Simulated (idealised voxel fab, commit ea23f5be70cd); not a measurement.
process module | voxel ribs on slabs
cross-section cut | 215 nm wide | cells 5 nm
A cross-section is a grid of square cells, given in bands from the top down. A band is one or more rows of cells.
Each band's line starts with the height of the band's top and of its bottom, in nm. Then come its materials from left to right, each with its width in nm. One material with "throughout" fills the band from edge to edge. "air" is empty space.
Height 0 is the level under which the wafer as received is all one material. The lowest band goes on downwards, as in "0 down".
A width such as "30 to 40" changes by the same amount from each row of cells to the next, from the band's top row to its bottom row.
"no change" after a step means that no cell of the cross-section changed.
closed voids: empty space of 8 cells or more with no open way to the top, each as width x height at its distance from the left edge, in nm
after a step's settings: what the simulator itself notes on the step
overlay nm, on a step with a mask: how far to the right of its planned place the mask lay; to the left if negative
plan
1 op RECEIVE | material Si
2 op DIRECTIONAL_DEP | material SiO2 | thk nm 25
3 op DIRECTIONAL_DEP | material SiN | thk nm 15
4 op PATTERN | tone cover | mask id RIB | material resist | width nm 25 | thk nm 15 | overlay nm 0
5 op DIRECTIONAL_ETCH | etch materials SiN | depth nm 5
6 op STRIP | etch materials resist
7 op PATTERN | tone cover | mask id SLAB | material resist | width nm 55 | thk nm 15 | overlay nm 0
8 op DIRECTIONAL_ETCH | etch materials SiN | depth nm 10
9 op STRIP | etch materials resist
10 op FILL_DEP | material SiO2 | thk nm 25
11 op CMP | height nm 60
12 op DIRECTIONAL_DEP | material TiN | thk nm 10
13 op DIRECTIONAL_DEP | material aC | thk nm 15
14 op PATTERN | tone cover | mask id HEATER | material resist | width nm 35 | thk nm 35 | overlay nm 0
15 op DIRECTIONAL_ETCH | etch materials aC | depth nm 15
16 op STRIP | etch materials resist
17 op DIRECTIONAL_ETCH | etch materials TiN | depth nm 10
18 op STRIP | etch materials aC
19 op CONFORMAL_DEP | material SiO2 | thk nm 10
as received, after step 1
  0 down: Si throughout
  closed voids: none
first wafer at the end, as planned
  80 to 70: air 80 | SiO2 55 | air 80
  70 to 60: SiO2 90 | TiN 35 | SiO2 90
  60 to 40: SiO2 throughout
  40 to 35: SiO2 95 | SiN 25 | SiO2 95
  35 to 25: SiO2 80 | SiN 55 | SiO2 80
  25 to 0: SiO2 throughout
  0 down: Si throughout
  closed voids: none
second wafer at the end: like start, like plan, one mistake
  95 to 70: SiO2 throughout
  70 to 60: TiN throughout
  60 to 40: SiO2 throughout
  40 to 35: SiO2 95 | SiN 25 | SiO2 95
  35 to 25: SiO2 80 | SiN 55 | SiO2 80
  25 to 0: SiO2 throughout
  0 down: Si throughout
  closed voids: none
what went wrong: step 13 ran as: op DIRECTIONAL_DEP | material SiO2 | thk nm 15
at the end the second wafer has, in cells: 121 more of SiO2 | 72 more of TiN
